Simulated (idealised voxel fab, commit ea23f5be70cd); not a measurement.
The process module presented herein is designated voxel ribs on slabs.
In the cross-section labelled cut, the width is 285 nm and each square cell is 5 nm.
Cross-section, as written here: a square-cell grid given band by band from the top down, where a band holds one or more rows of cells.
In this notation a band is specified by the heights of its top and bottom, in that order and in nm, after which its materials appear from left to right, each paired with its width in nm. The word "edge to edge" attached to a single material means that material fills the band from edge to edge; the word "air" stands for empty space.
Height datum 0, below which the as-received substrate wafer is one material. Lowest band open at the bottom, running downward: "z 0 and below".
Width "30..40": first value at the band's top row of cells, second value at its bottom row, equal change from row to row.
Take "no change" at face value: in the step it is given for, the cross-section changed in none of its cells.
Voids not open to the top, 8 cells minimum: see "Completely enclosed voids". Written width x height at distance; distance is from the left edge; nm.
after a step's settings: what the simulator itself notes on the step
A step's line can hold "overlay nm"; with a mask on that step, the setting says how far right of the planned place the mask lay, while a negative setting says it lay to the left.

Plan:
step 1: op RECEIVE | material Si
step 2: op DIRECTIONAL_DEP | material SiO2 | thk nm 25
step 3: op DIRECTIONAL_DEP | material polySi | thk nm 25
step 4: op PATTERN | tone cover | mask id RIB | material resist | width nm 30 | thk nm 20 | overlay nm 0
step 5: op DIRECTIONAL_ETCH | etch materials polySi | depth nm 5
step 6: op STRIP | etch materials resist
step 7: op PATTERN | tone cover | mask id SLAB | material resist | width nm 90 | thk nm 15 | overlay nm 0
step 8: op DIRECTIONAL_ETCH | etch materials polySi | depth nm 20
step 9: op STRIP | etch materials resist
step 10: op FILL_DEP | material SiO2 | thk nm 20
step 11: op CMP | height nm 65
step 12: op DIRECTIONAL_DEP | material W | thk nm 10
step 13: op MASKED_ETCH | tone cover | mask id HEATER | width nm 40 | etch materials W | depth nm 10 | overlay nm 0
step 14: op CONFORMAL_DEP | material SiO2 | thk nm 5
It is noted that the wafers described herein are identical at the outset and are distinguished by the thk nm of step 14; the value stated in the plan corresponds to the first wafer.

Cross-section of the first of several wafers as received (after step 1):
z 0 and below: Si edge to edge
Completely enclosed voids: none

Here is the cross-section of the first of several wafers at the end of the module, after its last step, step 14:
z 80 to 75: air 115 nm | SiO2 50 nm | air 120 nm
z 75 to 70: air 115 nm | SiO2 5 nm | W 40 nm | SiO2 5 nm | air 120 nm
z 70 to 65: SiO2 120 nm | W 40 nm | SiO2 125 nm
z 65 to 50: SiO2 edge to edge
z 50 to 45: SiO2 125 nm | polySi 30 nm | SiO2 130 nm
z 45 to 25: SiO2 95 nm | polySi 90 nm | SiO2 100 nm
z 25 to 0: SiO2 edge to edge
z 0 and below: Si edge to edge
Completely enclosed voids: none

Last wafer of the set, cross-sectioned at end of module:
z 100 to 90: air 95 nm | SiO2 90 nm | air 100 nm
z 90 to 75: SiO2 edge to edge
z 75 to 65: SiO2 120 nm | W 40 nm | SiO2 125 nm
z 65 to 50: SiO2 edge to edge
z 50 to 45: SiO2 125 nm | polySi 30 nm | SiO2 130 nm
z 45 to 25: SiO2 95 nm | polySi 90 nm | SiO2 100 nm
z 25 to 0: SiO2 edge to edge
z 0 and below: Si edge to edge
Completely enclosed voids: none

Each row below is a wafer at the end of the module, listing for every material the number of cells it has gained (+) or lost (-) since it was received, followed by its closed voids:
thk nm 5 | +724 SiO2 | +16 W | +78 polySi | Completely enclosed voids: none
thk nm 10 | +785 SiO2 | +16 W | +78 polySi | Completely enclosed voids: none
thk nm 15 | +846 SiO2 | +16 W | +78 polySi | Completely enclosed voids: none
thk nm 20 | +907 SiO2 | +16 W | +78 polySi | Completely enclosed voids: none
thk nm 25 | +968 SiO2 | +16 W | +78 polySi | Completely enclosed voids: none
